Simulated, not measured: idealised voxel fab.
Proc. module: voxel gate over fins
The figure presents cross-section cut, which has a width of 280 nm and is divided into square cells with an edge length of 5 nm.
For the purposes of this document, a cross-section shall be understood as a grid of square cells, specified as bands listed in top-to-bottom order, each band consisting of one or more rows of cells. The band entry comprises the height of the band's top followed by the height of its bottom, expressed in nm, and subsequently the band's materials from left to right, each stated together with its width in nm. Where a single material is marked with the word "full width", that material fills the band from edge to edge. The word "empty" represents empty space. Note: height 0 marks the level under which the wafer is uniformly one material as received. Lowest band unbounded below, written "0 nm and below". When a width is written as two numbers, as in "30..40", the first number is the width in the top row of cells of the band and the second is the width in its bottom row, and the width changes by the same amount from each row to the next. "remained unchanged" (step): cross-section cells unchanged, all of them. The entry "Closed void list" lists the empty spaces that cover at least 8 cells and have no open path to the top. Each is written as width x height at distance, where the distance is measured from the left edge and all three values are in nm. Post-settings text on a step line: simulator's own remark regarding the step. "overlay nm", when on a step's line for a step with a mask, measures how far to the right of its planned place the mask lay; a negative measure means to the left.
[So here's the lineup of process steps we planned]
1. RECEIVE: material Si
2. CONFORMAL_DEP: material SiN, thk nm 10
3. PATTERN: tone cover, mask id FINS, material resist, width nm 15, pitch nm 40, thk nm 20, overlay nm 0
4. DIRECTIONAL_ETCH: etch materials SiN, depth nm 10
5. DIRECTIONAL_ETCH: etch materials Si, depth nm 40
6. STRIP: etch materials resist
7. FILL_DEP: material SiO2, thk nm 15
8. CMP: height nm 10
9. SELECTIVE_ETCH: etch materials SiO2, depth nm 20
10. STRIP: etch materials SiN
11. CONFORMAL_DEP: material HfO2, thk nm 5
12. CONFORMAL_DEP: material TiN, thk nm 5
13. FILL_DEP: material W, thk nm 10
14. CMP: height nm 15
15. CONFORMAL_DEP: material SiCN, thk nm 10
[Incoming wafer in cross-section (state: after step 1)]
> 0 nm and below: Si full width
> Closed void list: none
[Here's the cross-section of the first of our two wafers at the end of the module - it ran as planned]
> 25 nm to 15 nm: SiCN full width
> 15 nm to 10 nm: W full width
> 10 nm to 5 nm: W=100; TiN=35; W=5; TiN=35; W=105
> 5 nm to 0 nm: W=100; TiN=5; HfO2=25; TiN=5; W=5; TiN=5; HfO2=25; TiN=5; W=105
> 0 nm to -5 nm: TiN=105; HfO2=5; Si=15; HfO2=5; TiN=15; HfO2=5; Si=15; HfO2=5; TiN=110
> -5 nm to -10 nm: HfO2=110; Si=15; HfO2=25; Si=15; HfO2=115
> -10 nm to -40 nm: SiO2=110; Si=15; SiO2=25; Si=15; SiO2=115
> -40 nm and below: Si full width
> Closed void list: none
[End-of-module cross-section of the second wafer: identical starting point and process plan to the first, with one processing mistake]
> 25 nm to 15 nm: SiCN full width
> 15 nm to 10 nm: HfO2 full width
> 10 nm to 0 nm: W full width
> 0 nm and below: Si full width
> Closed void list: none
Processing error: step 2 deviated from plan and actually ran as CONFORMAL_DEP: material W, thk nm 10
It is noted that, at the conclusion of processing, the second wafer exhibits a higher or lower cell count for certain materials relative to the first: HfO2 -8 | Si +400 | SiO2 -300 | TiN -64 | W -28
